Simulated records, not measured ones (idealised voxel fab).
Title: Process Module voxel self aligned contacts
We display cut, a cross-section 205 nm in width whose square cells are each 5 nm.
Each cross-section below is a grid of square cells, stated as bands in top-down order, with one or more rows of cells making up each band. What a band's entry tells you: where the top is and where the bottom is, as heights in nm, and after that what lies inside, material by material from left to right, each with its width in nm. Empty space is written as the word "air", and a single material marked with the word "throughout" occupies the band from edge to edge. Where do heights start? At 0: under that level the wafer as delivered is made of one material only. And the lowest band has no floor; it just carries on downward, as in "0 -> down". With a width like "30->40", each row of cells in the band differs from the next by the same amount, the top row carrying the first number and the bottom row the second. For the purposes of this document, the phrase "remained the same" attached to a step denotes that no cell within the cross-section was modified by that step. Any empty space of 8 cells or more lacking an open way to the top shows up in "Enclosed void entries" as width x height at distance, distance from the left edge, in nm. Step line, after settings: the simulator's comment on this step. overlay nm: mask right of planned place by this much (step with mask). Neg. = left.

THESE ARE THE STEPS WE PLANNED FOR THE PROCESS
1: RECEIVE (material Si)
2: CONFORMAL_DEP (material SiO2; thk nm 5)
3: DIRECTIONAL_DEP (material polySi; thk nm 25)
4: DIRECTIONAL_DEP (material SiN; thk nm 20)
5: MASKED_ETCH (tone cover; mask id GATE; width nm 25; pitch nm 60; etch materials SiN; depth nm 20; overlay nm 0)
6: MASKED_ETCH (tone cover; mask id GATE; width nm 25; pitch nm 60; etch materials polySi; depth nm 25; overlay nm 0)
7: CONFORMAL_DEP (material SiN; thk nm 10)
8: DIRECTIONAL_ETCH (etch materials SiN; depth nm 10)
9: FILL_DEP (material SiO2; thk nm 10)
10: CMP (height nm 55)
11: DIRECTIONAL_DEP (material aC; thk nm 10)
12: PATTERN (tone open; mask id CONTACT; material resist; width nm 45; pitch nm 60; thk nm 30; overlay nm 0)
13: DIRECTIONAL_ETCH (etch materials aC; depth nm 10)
14: STRIP (etch materials resist)
15: DIRECTIONAL_ETCH (etch materials SiO2; depth nm 55)
16: STRIP (etch materials aC)
17: CONFORMAL_DEP (material TiN; thk nm 5)
18: FILL_DEP (material Ru; thk nm 5)
19: CMP (height nm 55)
20: CONFORMAL_DEP (material SiN; thk nm 5)

FIRST WAFER, TWO IN TOTAL, RUN AS PLANNED

WAFER AT RECEIPT (POST STEP 1), CROSS-SECTION
* 0 -> down | Si throughout
* Enclosed void entries: none

WAFER XSEC, POST STEP 2
* 5 -> 0 | SiO2 throughout
* Everything under 0 stays put, no change at all.

WAFER XSEC, POST STEP 3
* 30 -> 5 | polySi throughout
* Everything under 5 stays put, no change at all.

WAFER XSEC, POST STEP 4
* 50 -> 30 | SiN throughout
* Everything under 30 stays put, no change at all.

WAFER XSEC, POST STEP 5
* 50 -> 30 | 30 nm air / 25 nm SiN / 35 nm air / 25 nm SiN / 35 nm air / 25 nm SiN / 30 nm air
* Everything under 30 stays put, no change at all.

WAFER XSEC, POST STEP 6
* 50 -> 30 | 30 nm air / 25 nm SiN / 35 nm air / 25 nm SiN / 35 nm air / 25 nm SiN / 30 nm air
* 30 -> 5 | 30 nm air / 25 nm polySi / 35 nm air / 25 nm polySi / 35 nm air / 25 nm polySi / 30 nm air
* Everything under 5 stays put, no change at all.

WAFER XSEC, POST STEP 7
* 60 -> 30 | 20 nm air / 45 nm SiN / 15 nm air / 45 nm SiN / 15 nm air / 45 nm SiN / 20 nm air
* 30 -> 15 | 20 nm air / 10 nm SiN / 25 nm polySi / 10 nm SiN / 15 nm air / 10 nm SiN / 25 nm polySi / 10 nm SiN / 15 nm air / 10 nm SiN / 25 nm polySi / 10 nm SiN / 20 nm air
* 15 -> 5 | 30 nm SiN / 25 nm polySi / 35 nm SiN / 25 nm polySi / 35 nm SiN / 25 nm polySi / 30 nm SiN
* Everything under 5 stays put, no change at all.

WAFER XSEC, POST STEP 8
* 50 -> 30 | 20 nm air / 45 nm SiN / 15 nm air / 45 nm SiN / 15 nm air / 45 nm SiN / 20 nm air
* 30 -> 5 | 20 nm air / 10 nm SiN / 25 nm polySi / 10 nm SiN / 15 nm air / 10 nm SiN / 25 nm polySi / 10 nm SiN / 15 nm air / 10 nm SiN / 25 nm polySi / 10 nm SiN / 20 nm air
* Everything under 5 stays put, no change at all.

WAFER XSEC, POST STEP 9
* 60 -> 50 | SiO2 throughout
* 50 -> 30 | 20 nm SiO2 / 45 nm SiN / 15 nm SiO2 / 45 nm SiN / 15 nm SiO2 / 45 nm SiN / 20 nm SiO2
* 30 -> 5 | 20 nm SiO2 / 10 nm SiN / 25 nm polySi / 10 nm SiN / 15 nm SiO2 / 10 nm SiN / 25 nm polySi / 10 nm SiN / 15 nm SiO2 / 10 nm SiN / 25 nm polySi / 10 nm SiN / 20 nm SiO2
* Everything under 5 stays put, no change at all.

WAFER XSEC, POST STEP 10
* 55 -> 50 | SiO2 throughout
* Everything under 50 stays put, no change at all.

WAFER XSEC, POST STEP 11
* 65 -> 55 | aC throughout
* Everything under 55 stays put, no change at all.

WAFER XSEC, POST STEP 12
* 95 -> 65 | 50 nm resist / 45 nm air / 15 nm resist / 45 nm air / 50 nm resist
* Everything under 65 stays put, no change at all.

WAFER XSEC, POST STEP 13
* 85 -> 65 | 50 nm resist / 45 nm air / 15 nm resist / 45 nm air / 50 nm resist
* 65 -> 55 | 50 nm aC / 45 nm air / 15 nm aC / 45 nm air / 50 nm aC
* Everything under 55 stays put, no change at all.

WAFER XSEC, POST STEP 14
* 65 -> 55 | 50 nm aC / 45 nm air / 15 nm aC / 45 nm air / 50 nm aC
* Everything under 55 stays put, no change at all.

WAFER XSEC, POST STEP 15
* 65 -> 55 | 50 nm aC / 45 nm air / 15 nm aC / 45 nm air / 50 nm aC
* 55 -> 50 | 50 nm SiO2 / 45 nm air / 15 nm SiO2 / 45 nm air / 50 nm SiO2
* 50 -> 30 | 20 nm SiO2 / 45 nm SiN / 15 nm air / 45 nm SiN / 15 nm air / 45 nm SiN / 20 nm SiO2
* 30 -> 5 | 20 nm SiO2 / 10 nm SiN / 25 nm polySi / 10 nm SiN / 15 nm air / 10 nm SiN / 25 nm polySi / 10 nm SiN / 15 nm air / 10 nm SiN / 25 nm polySi / 10 nm SiN / 20 nm SiO2
* 5 -> 0 | 65 nm SiO2 / 15 nm air / 45 nm SiO2 / 15 nm air / 65 nm SiO2
* Everything under 0 stays put, no change at all.

WAFER XSEC, POST STEP 16
* 55 -> 50 | 50 nm SiO2 / 45 nm air / 15 nm SiO2 / 45 nm air / 50 nm SiO2
* Everything under 50 stays put, no change at all.

WAFER XSEC, POST STEP 17
* 60 -> 55 | 55 nm TiN / 35 nm air / 25 nm TiN / 35 nm air / 55 nm TiN
* 55 -> 50 | 50 nm SiO2 / 20 nm TiN / 5 nm air / 20 nm TiN / 15 nm SiO2 / 20 nm TiN / 5 nm air / 20 nm TiN / 50 nm SiO2
* 50 -> 30 | 20 nm SiO2 / 45 nm SiN / 5 nm TiN / 5 nm air / 5 nm TiN / 45 nm SiN / 5 nm TiN / 5 nm air / 5 nm TiN / 45 nm SiN / 20 nm SiO2
* 30 -> 5 | 20 nm SiO2 / 10 nm SiN / 25 nm polySi / 10 nm SiN / 5 nm TiN / 5 nm air / 5 nm TiN / 10 nm SiN / 25 nm polySi / 10 nm SiN / 5 nm TiN / 5 nm air / 5 nm TiN / 10 nm SiN / 25 nm polySi / 10 nm SiN / 20 nm SiO2
* 5 -> 0 | 65 nm SiO2 / 15 nm TiN / 45 nm SiO2 / 15 nm TiN / 65 nm SiO2
* Everything under 0 stays put, no change at all.

WAFER XSEC, POST STEP 18
* 65 -> 60 | Ru throughout
* 60 -> 55 | 55 nm TiN / 35 nm Ru / 25 nm TiN / 35 nm Ru / 55 nm TiN
* 55 -> 50 | 50 nm SiO2 / 20 nm TiN / 5 nm Ru / 20 nm TiN / 15 nm SiO2 / 20 nm TiN / 5 nm Ru / 20 nm TiN / 50 nm SiO2
* 50 -> 30 | 20 nm SiO2 / 45 nm SiN / 5 nm TiN / 5 nm Ru / 5 nm TiN / 45 nm SiN / 5 nm TiN / 5 nm Ru / 5 nm TiN / 45 nm SiN / 20 nm SiO2
* 30 -> 5 | 20 nm SiO2 / 10 nm SiN / 25 nm polySi / 10 nm SiN / 5 nm TiN / 5 nm Ru / 5 nm TiN / 10 nm SiN / 25 nm polySi / 10 nm SiN / 5 nm TiN / 5 nm Ru / 5 nm TiN / 10 nm SiN / 25 nm polySi / 10 nm SiN / 20 nm SiO2
* Everything under 5 stays put, no change at all.

WAFER XSEC, POST STEP 19
* 55 -> 50 | 50 nm SiO2 / 20 nm TiN / 5 nm Ru / 20 nm TiN / 15 nm SiO2 / 20 nm TiN / 5 nm Ru / 20 nm TiN / 50 nm SiO2
* Everything under 50 stays put, no change at all.

WAFER XSEC, POST STEP 20
* 60 -> 55 | SiN throughout
* Everything under 55 stays put, no change at all.

WAFER TWO OF THE PAIR: SAME ORIGIN, SAME PLAN, ONE ERROR DURING THE RUN; IDENTICAL TO WAFER ONE UP TO AND INCLUDING STEP 9

SECOND WAFER SHOWN IN CROSS-SECTION AT THE TIME STEP 10 WAS SLATED TO END
* 45 -> 30 | 20 nm SiO2 / 45 nm SiN / 15 nm SiO2 / 45 nm SiN / 15 nm SiO2 / 45 nm SiN / 20 nm SiO2
* Everything under 30 stays put, no change at all.

SECOND WAFER SHOWN IN CROSS-SECTION AT THE TIME STEP 11 WAS SLATED TO END
* 55 -> 45 | aC throughout
* Everything under 45 stays put, no change at all.

SECOND WAFER SHOWN IN CROSS-SECTION AT THE TIME STEP 12 WAS SLATED TO END
* 85 -> 55 | 50 nm resist / 45 nm air / 15 nm resist / 45 nm air / 50 nm resist
* Everything under 55 stays put, no change at all.

SECOND WAFER SHOWN IN CROSS-SECTION AT THE TIME STEP 13 WAS SLATED TO END
* 75 -> 55 | 50 nm resist / 45 nm air / 15 nm resist / 45 nm air / 50 nm resist
* 55 -> 45 | 50 nm aC / 45 nm air / 15 nm aC / 45 nm air / 50 nm aC
* Everything under 45 stays put, no change at all.

SECOND WAFER SHOWN IN CROSS-SECTION AT THE TIME STEP 14 WAS SLATED TO END
* 55 -> 45 | 50 nm aC / 45 nm air / 15 nm aC / 45 nm air / 50 nm aC
* Everything under 45 stays put, no change at all.

SECOND WAFER SHOWN IN CROSS-SECTION AT THE TIME STEP 15 WAS SLATED TO END
* 55 -> 45 | 50 nm aC / 45 nm air / 15 nm aC / 45 nm air / 50 nm aC
* 45 -> 30 | 20 nm SiO2 / 45 nm SiN / 15 nm air / 45 nm SiN / 15 nm air / 45 nm SiN / 20 nm SiO2
* 30 -> 5 | 20 nm SiO2 / 10 nm SiN / 25 nm polySi / 10 nm SiN / 15 nm air / 10 nm SiN / 25 nm polySi / 10 nm SiN / 15 nm air / 10 nm SiN / 25 nm polySi / 10 nm SiN / 20 nm SiO2
* 5 -> 0 | 65 nm SiO2 / 15 nm air / 45 nm SiO2 / 15 nm air / 65 nm SiO2
* Everything under 0 stays put, no change at all.

SECOND WAFER SHOWN IN CROSS-SECTION AT THE TIME STEP 16 WAS SLATED TO END
* 45 -> 30 | 20 nm SiO2 / 45 nm SiN / 15 nm air / 45 nm SiN / 15 nm air / 45 nm SiN / 20 nm SiO2
* Everything under 30 stays put, no change at all.

SECOND WAFER SHOWN IN CROSS-SECTION AT THE TIME STEP 17 WAS SLATED TO END
* 50 -> 45 | 70 nm TiN / 5 nm air / 55 nm TiN / 5 nm air / 70 nm TiN
* 45 -> 30 | 20 nm SiO2 / 45 nm SiN / 5 nm TiN / 5 nm air / 5 nm TiN / 45 nm SiN / 5 nm TiN / 5 nm air / 5 nm TiN / 45 nm SiN / 20 nm SiO2
* 30 -> 5 | 20 nm SiO2 / 10 nm SiN / 25 nm polySi / 10 nm SiN / 5 nm TiN / 5 nm air / 5 nm TiN / 10 nm SiN / 25 nm polySi / 10 nm SiN / 5 nm TiN / 5 nm air / 5 nm TiN / 10 nm SiN / 25 nm polySi / 10 nm SiN / 20 nm SiO2
* 5 -> 0 | 65 nm SiO2 / 15 nm TiN / 45 nm SiO2 / 15 nm TiN / 65 nm SiO2
* Everything under 0 stays put, no change at all.

SECOND WAFER SHOWN IN CROSS-SECTION AT THE TIME STEP 18 WAS SLATED TO END
* 55 -> 50 | Ru throughout
* 50 -> 45 | 70 nm TiN / 5 nm Ru / 55 nm TiN / 5 nm Ru / 70 nm TiN
* 45 -> 30 | 20 nm SiO2 / 45 nm SiN / 5 nm TiN / 5 nm Ru / 5 nm TiN / 45 nm SiN / 5 nm TiN / 5 nm Ru / 5 nm TiN / 45 nm SiN / 20 nm SiO2
* 30 -> 5 | 20 nm SiO2 / 10 nm SiN / 25 nm polySi / 10 nm SiN / 5 nm TiN / 5 nm Ru / 5 nm TiN / 10 nm SiN / 25 nm polySi / 10 nm SiN / 5 nm TiN / 5 nm Ru / 5 nm TiN / 10 nm SiN / 25 nm polySi / 10 nm SiN / 20 nm SiO2
* Everything under 5 stays put, no change at all.

Second wafer shown in cross-section at the time step 19 was slated to end: remained the same

SECOND WAFER SHOWN IN CROSS-SECTION AT THE TIME STEP 20 WAS SLATED TO END
* 60 -> 55 | SiN throughout
* Everything under 55 stays put, no change at all.
Deviation from plan: for step 10, the planned setting was not used; the step was instead run as CMP (height nm 45)
It is noted that, at the conclusion of processing, the second wafer exhibits a higher or lower cell count for certain materials relative to the first: +39 Ru, -27 SiN, -31 SiO2, +19 TiN
